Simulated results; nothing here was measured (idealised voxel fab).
process module | voxel lift off
cross-section cut | 215 nm wide | cells 5 nm
A cross-section is a grid of square cells, given in bands from the top down. A band is one or more rows of cells.
Each band's line starts with the height of the band's top and of its bottom, in nm. Then come its materials from left to right, each with its width in nm. One material with "throughout" fills the band from edge to edge. "air" is empty space.
Height 0 is the level under which the wafer as received is all one material. The lowest band goes on downwards, as in "0 down".
A width such as "30 to 40" changes by the same amount from each row of cells to the next, from the band's top row to its bottom row.
"no change" after a step means that no cell of the cross-section changed.
closed voids: empty space of 8 cells or more with no open way to the top, each as width x height at its distance from the left edge, in nm
after a step's settings: what the simulator itself notes on the step
overlay nm, on a step with a mask: how far to the right of its planned place the mask lay; to the left if negative
plan
1 op RECEIVE | material Si
2 op CONFORMAL_DEP | material SiN | thk nm 5
3 op PATTERN | tone open | mask id LINES | material resist | width nm 25 | pitch nm 50 | thk nm 25 | overlay nm 0
4 op DIRECTIONAL_DEP | material Ru | thk nm 15
5 op STRIP | etch materials resist
6 op CONFORMAL_DEP | material SiN | thk nm 5
as received, after step 1
  0 down: Si throughout
  closed voids: none
a wafer at the end: this start, this plan, one mistake
  25 to 20: air 10 | SiN 35 | air 15 | SiN 35 | air 15 | SiN 35 | air 15 | SiN 35 | air 20
  20 to 10: air 10 | SiN 5 | Ru 25 | SiN 5 | air 15 | SiN 5 | Ru 25 | SiN 5 | air 15 | SiN 5 | Ru 25 | SiN 5 | air 15 | SiN 5 | Ru 25 | SiN 5 | air 20
  10 to 5: SiN 15 | Ru 25 | SiN 25 | Ru 25 | SiN 25 | Ru 25 | SiN 25 | Ru 25 | SiN 25
  5 to 0: SiN throughout
  0 down: Si throughout
  closed voids: none
what went wrong: step 3 ran as: op PATTERN | tone open | mask id LINES | material resist | width nm 25 | pitch nm 50 | thk nm 25 | overlay nm -5
